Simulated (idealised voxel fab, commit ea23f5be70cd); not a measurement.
Process module, titled voxel capacitor over wiring
The width of the displayed cross-section, cut, is 160 nm; its cells are square, with a size of 5 nm.
How to read a cross-section here: the picture is a grid of square cells, written as bands going from the top down, and any band can span one or more rows of cells. A band entry consists of two parts. The first gives the height of the band's top and the height of its bottom, in nm. The rest lists the band's materials from left to right, each with its width in nm. A single material labelled with the word "all across" fills the band from edge to edge, and the word "blank" marks empty space. Height is counted from the level 0, under which the received wafer is composed throughout of one material. The lowest of the bands is not closed at the bottom but continues downward, in the notation "0 down". Read "30..40" as a graded width: first number on top, second number at the bottom, same change between each pair of neighbouring rows. Reading "no modifications" for a step: not a cell of the cross-section changed in it. In "Enclosed voids" the enclosed voids are listed, meaning empty spaces of 8 cells or larger without any opening to the top. The form is width x height at distance, distance from the left edge, units nm. Whatever follows a step's settings on its line is a remark the simulator itself makes about that step. The line of a step may include "overlay nm". On a step with a mask, this value is how far to the right of its planned place the mask lay. A negative value means the mask lay to the left.

The planned process steps are enumerated hereunder:
- 1: RECEIVE [material Si]
- 2: CONFORMAL_DEP [material SiO2] [thk nm 10]
- 3: DIRECTIONAL_DEP [material TiN] [thk nm 5]
- 4: DIRECTIONAL_DEP [material Ru] [thk nm 15]
- 5: PATTERN [tone cover] [mask id METAL_1] [material resist] [width nm 15] [pitch nm 95] [thk nm 20] [overlay nm 0]
- 6: DIRECTIONAL_ETCH [etch materials Ru] [depth nm 15]
- 7: DIRECTIONAL_ETCH [etch materials TiN] [depth nm 5]
- 8: STRIP [etch materials resist]
- 9: CONFORMAL_DEP [material SiCN] [thk nm 5]
- 10: FILL_DEP [material SiO2] [thk nm 5]
- 11: CMP [height nm 30]
- 12: CONFORMAL_DEP [material SiCN] [thk nm 5]
- 13: DIRECTIONAL_DEP [material SiO2] [thk nm 15]
- 14: DIRECTIONAL_DEP [material aC] [thk nm 10]
- 15: PATTERN [tone open] [mask id PLUG_1] [material resist] [width nm 15] [thk nm 25] [overlay nm 0]
- 16: DIRECTIONAL_ETCH [etch materials aC] [depth nm 10]
- 17: STRIP [etch materials resist]
- 18: DIRECTIONAL_ETCH [etch materials SiO2] [depth nm 15]
- 19: DIRECTIONAL_ETCH [etch materials SiCN] [depth nm 5]
- 20: STRIP [etch materials aC]
- 21: CONFORMAL_DEP [material TiN] [thk nm 5]
- 22: FILL_DEP [material Cu] [thk nm 5]
- 23: CMP [height nm 50]
- 24: DIRECTIONAL_DEP [material TiN] [thk nm 10]
- 25: DIRECTIONAL_DEP [material HfO2] [thk nm 5]
- 26: DIRECTIONAL_DEP [material TiN] [thk nm 10]
- 27: DIRECTIONAL_DEP [material aC] [thk nm 10]
- 28: PATTERN [tone cover] [mask id UPPER_PLATE] [material resist] [width nm 75] [thk nm 30] [overlay nm 0]
- 29: DIRECTIONAL_ETCH [etch materials aC] [depth nm 10]
- 30: STRIP [etch materials resist]
- 31: DIRECTIONAL_ETCH [etch materials TiN] [depth nm 10]
- 32: DIRECTIONAL_ETCH [etch materials HfO2] [depth nm 5]
- 33: STRIP [etch materials aC]
- 34: DIRECTIONAL_DEP [material aC] [thk nm 10]
- 35: PATTERN [tone cover] [mask id LOWER_PLATE] [material resist] [width nm 85] [thk nm 25] [overlay nm 0]
- 36: DIRECTIONAL_ETCH [etch materials aC] [depth nm 10]
- 37: STRIP [etch materials resist]
- 38: DIRECTIONAL_ETCH [etch materials TiN] [depth nm 10]
- 39: STRIP [etch materials aC]
- 40: FILL_DEP [material SiO2] [thk nm 20]
- 41: CMP [height nm 90]
- 42: MASKED_ETCH [tone open] [mask id PLUG_2] [width nm 15] [etch materials SiO2] [depth nm 15] [overlay nm 0]
- 43: CONFORMAL_DEP [material TiN] [thk nm 5]
- 44: FILL_DEP [material Cu] [thk nm 5]
- 45: CMP [height nm 90]
- 46: CONFORMAL_DEP [material SiN] [thk nm 5]
Split variable: width nm, step 5. Plan value = first wafer. Wafers start alike.

Cut through the first of several wafers as received, post step 1:
	0 down  Si all across
	Enclosed voids: none

Depicted here is the first of several wafers in cross-section, at module completion following the last step, step 46:
	95 to 90  SiN all across
	90 to 80  SiO2=40 | TiN=5 | Cu=5 | TiN=5 | SiO2=105
	80 to 75  SiO2=40 | TiN=15 | SiO2=105
	75 to 65  SiO2=30 | TiN=75 | SiO2=55
	65 to 60  SiO2=30 | HfO2=75 | SiO2=55
	60 to 50  SiO2=25 | TiN=85 | SiO2=50
	50 to 35  SiO2=30 | TiN=5 | Cu=5 | TiN=5 | SiO2=115
	35 to 30  SiCN=30 | TiN=15 | SiCN=115
	30 to 15  SiO2=20 | SiCN=5 | Ru=15 | SiCN=5 | SiO2=70 | SiCN=5 | Ru=15 | SiCN=5 | SiO2=20
	15 to 10  SiCN=25 | TiN=15 | SiCN=80 | TiN=15 | SiCN=25
	10 to 0  SiO2 all across
	0 down  Si all across
	Enclosed voids: none

Cross-section of the final wafer among several, taken at the end of the module:
	95 to 90  SiN all across
	90 to 80  SiO2=40 | TiN=5 | Cu=5 | TiN=5 | SiO2=105
	80 to 75  SiO2=40 | TiN=15 | SiO2=105
	75 to 65  SiO2=30 | TiN=75 | SiO2=55
	65 to 60  SiO2=30 | HfO2=75 | SiO2=55
	60 to 50  SiO2=25 | TiN=85 | SiO2=50
	50 to 35  SiO2=30 | TiN=5 | Cu=5 | TiN=5 | SiO2=115
	35 to 30  SiCN=30 | TiN=15 | SiCN=115
	30 to 15  SiO2=10 | SiCN=5 | Ru=35 | SiCN=5 | SiO2=50 | SiCN=5 | Ru=35 | SiCN=5 | SiO2=10
	15 to 10  SiCN=15 | TiN=35 | SiCN=60 | TiN=35 | SiCN=15
	10 to 0  SiO2 all across
	0 down  Si all across
	Enclosed voids: none

Note: the following table is arranged by wafer, a row apiece. Each row reports the end-of-module state: per material, cells gained (+) or cells lost (-) compared with the wafer as received; closed voids follow:
width nm 15, +5 Cu, +15 HfO2, +18 Ru, +67 SiCN, +32 SiN, +385 SiO2, +86 TiN, Enclosed voids: none
width nm 20, +5 Cu, +15 HfO2, +24 Ru, +65 SiCN, +32 SiN, +379 SiO2, +88 TiN, Enclosed voids: none
width nm 25, +5 Cu, +15 HfO2, +30 Ru, +63 SiCN, +32 SiN, +373 SiO2, +90 TiN, Enclosed voids: none
width nm 30, +5 Cu, +15 HfO2, +36 Ru, +61 SiCN, +32 SiN, +367 SiO2, +92 TiN, Enclosed voids: none
width nm 35, +5 Cu, +15 HfO2, +42 Ru, +59 SiCN, +32 SiN, +361 SiO2, +94 TiN, Enclosed voids: none
